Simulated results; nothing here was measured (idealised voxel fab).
process module | voxel ribs on slabs
cross-section cut | 270 nm wide | cells 5 nm
A cross-section is a grid of square cells, given in bands from the top down. A band is one or more rows of cells.
Each band's line starts with the height of the band's top and of its bottom, in nm. Then come its materials from left to right, each with its width in nm. One material with "throughout" fills the band from edge to edge. "air" is empty space.
Height 0 is the level under which the wafer as received is all one material. The lowest band goes on downwards, as in "0 down".
A width such as "30 to 40" changes by the same amount from each row of cells to the next, from the band's top row to its bottom row.
"no change" after a step means that no cell of the cross-section changed.
closed voids: empty space of 8 cells or more with no open way to the top, each as width x height at its distance from the left edge, in nm
after a step's settings: what the simulator itself notes on the step
overlay nm, on a step with a mask: how far to the right of its planned place the mask lay; to the left if negative
plan
1 op RECEIVE | material Si
2 op DIRECTIONAL_DEP | material SiO2 | thk nm 30
3 op DIRECTIONAL_DEP | material polySi | thk nm 20
4 op PATTERN | tone cover | mask id RIB | material resist | width nm 30 | thk nm 20 | overlay nm 0
5 op DIRECTIONAL_ETCH | etch materials polySi | depth nm 10
6 op STRIP | etch materials resist
7 op MASKED_ETCH | tone cover | mask id SLAB | width nm 60 | etch materials polySi | depth nm 10 | overlay nm 0
8 op FILL_DEP | material SiO2 | thk nm 20
9 op CMP | height nm 60
10 op DIRECTIONAL_DEP | material W | thk nm 5
11 op MASKED_ETCH | tone cover | mask id HEATER | width nm 40 | etch materials W | depth nm 5 | overlay nm 0
12 op CONFORMAL_DEP | material SiO2 | thk nm 5
as received, after step 1
  0 down: Si throughout
  closed voids: none
first wafer at the end, as planned
  70 to 65: air 110 | SiO2 50 | air 110
  65 to 60: SiO2 115 | W 40 | SiO2 115
  60 to 50: SiO2 throughout
  50 to 40: SiO2 120 | polySi 30 | SiO2 120
  40 to 30: SiO2 105 | polySi 60 | SiO2 105
  30 to 0: SiO2 throughout
  0 down: Si throughout
  closed voids: none
second wafer at the end: like start, like plan, one mistake
  65 to 60: air 115 | W 40 | air 115
  60 to 50: SiO2 throughout
  50 to 40: SiO2 120 | polySi 30 | SiO2 120
  40 to 30: SiO2 105 | polySi 60 | SiO2 105
  30 to 0: SiO2 throughout
  0 down: Si throughout
  closed voids: none
what went wrong: step 12 was left out
at the end the second wafer has, in cells: 56 fewer of SiO2
